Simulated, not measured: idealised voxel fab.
process module | voxel released beams
cross-section cut | 280 nm wide | cells 5 nm
A cross-section is a grid of square cells, given in bands from the top down. A band is one or more rows of cells.
Each band's line starts with the height of the band's top and of its bottom, in nm. Then come its materials from left to right, each with its width in nm. One material with "throughout" fills the band from edge to edge. "air" is empty space.
Height 0 is the level under which the wafer as received is all one material. The lowest band goes on downwards, as in "0 down".
A width such as "30 to 40" changes by the same amount from each row of cells to the next, from the band's top row to its bottom row.
"no change" after a step means that no cell of the cross-section changed.
closed voids: empty space of 8 cells or more with no open way to the top, each as width x height at its distance from the left edge, in nm
after a step's settings: what the simulator itself notes on the step
overlay nm, on a step with a mask: how far to the right of its planned place the mask lay; to the left if negative
plan
1 op RECEIVE | material Si
2 op CONFORMAL_DEP | material Al2O3 | thk nm 10
3 op DIRECTIONAL_DEP | material SiO2 | thk nm 15
4 op DIRECTIONAL_DEP | material aC | thk nm 15
5 op PATTERN | tone open | mask id ANCHOR | material resist | width nm 40 | thk nm 30 | overlay nm 0
6 op DIRECTIONAL_ETCH | etch materials aC | depth nm 15
7 op STRIP | etch materials resist
8 op DIRECTIONAL_ETCH | etch materials SiO2 | depth nm 15
9 op STRIP | etch materials aC
10 op CONFORMAL_DEP | material SiN | thk nm 15
11 op DIRECTIONAL_DEP | material aC | thk nm 15
12 op PATTERN | tone cover | mask id BEAM | material resist | width nm 110 | thk nm 35 | overlay nm 0
13 op DIRECTIONAL_ETCH | etch materials aC | depth nm 15
14 op STRIP | etch materials resist
15 op DIRECTIONAL_ETCH | etch materials SiN | depth nm 15
16 op STRIP | etch materials aC
17 op STRIP | etch materials SiO2
as received, after step 1
  0 down: Si throughout
  closed voids: none
first wafer at the end, as planned
  40 to 25: air 80 | SiN 20 | air 10 | SiN 80 | air 90
  25 to 10: air 85 | SiN 40 | air 155
  10 to 0: Al2O3 throughout
  0 down: Si throughout
  closed voids: none
second wafer at the end: like start, like plan, one mistake
  40 to 25: air 85 | SiN 15 | air 10 | SiN 80 | air 90
  25 to 10: air 85 | SiN 40 | air 155
  10 to 0: Al2O3 throughout
  0 down: Si throughout
  closed voids: none
what went wrong: step 12 ran as: op PATTERN | tone cover | mask id BEAM | material resist | width nm 105 | thk nm 35 | overlay nm 0
at the end the second wafer has, in cells: 3 fewer of SiN
